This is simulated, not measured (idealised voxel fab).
process module | voxel trench capacitor
cross-section cut | 175 nm wide | cells 5 nm
A cross-section is a grid of square cells, given in bands from the top down. A band is one or more rows of cells.
Each band's line starts with the height of the band's top and of its bottom, in nm. Then come its materials from left to right, each with its width in nm. One material with "throughout" fills the band from edge to edge. "air" is empty space.
Height 0 is the level under which the wafer as received is all one material. The lowest band goes on downwards, as in "0 down".
A width such as "30 to 40" changes by the same amount from each row of cells to the next, from the band's top row to its bottom row.
"no change" after a step means that no cell of the cross-section changed.
closed voids: empty space of 8 cells or more with no open way to the top, each as width x height at its distance from the left edge, in nm
after a step's settings: what the simulator itself notes on the step
overlay nm, on a step with a mask: how far to the right of its planned place the mask lay; to the left if negative
plan
1 op RECEIVE | material Si
2 op CONFORMAL_DEP | material SiN | thk nm 5
3 op DIRECTIONAL_DEP | material aC | thk nm 15
4 op PATTERN | tone open | mask id TRENCH | material resist | width nm 30 | pitch nm 60 | thk nm 35 | overlay nm 0
5 op DIRECTIONAL_ETCH | etch materials aC | depth nm 15
6 op STRIP | etch materials resist
7 op DIRECTIONAL_ETCH | etch materials SiN | depth nm 5
8 op DIRECTIONAL_ETCH | etch materials Si | depth nm 40
9 op STRIP | etch materials aC
10 op CONFORMAL_DEP | material HfO2 | thk nm 5
11 op CONFORMAL_DEP | material TiN | thk nm 5
12 op FILL_DEP | material W | thk nm 5
13 op CMP | height nm 5
as received, after step 1
  0 down: Si throughout
  closed voids: none
a wafer at the end: this start, this plan, one mistake
  5 to 0: W 30 | TiN 5 | HfO2 5 | SiN 30 | HfO2 5 | TiN 5 | W 10 | TiN 5 | HfO2 5 | SiN 30 | HfO2 5 | TiN 5 | W 35
  0 to -30: W 30 | TiN 5 | HfO2 5 | Si 30 | HfO2 5 | TiN 5 | W 10 | TiN 5 | HfO2 5 | Si 30 | HfO2 5 | TiN 5 | W 35
  -30 to -35: TiN 35 | HfO2 5 | Si 30 | HfO2 5 | TiN 20 | HfO2 5 | Si 30 | HfO2 5 | TiN 40
  -35 to -40: HfO2 40 | Si 30 | HfO2 30 | Si 30 | HfO2 45
  -40 down: Si throughout
  closed voids: none
what went wrong: step 4 ran as: op PATTERN | tone cover | mask id TRENCH | material resist | width nm 30 | pitch nm 60 | thk nm 35 | overlay nm 0
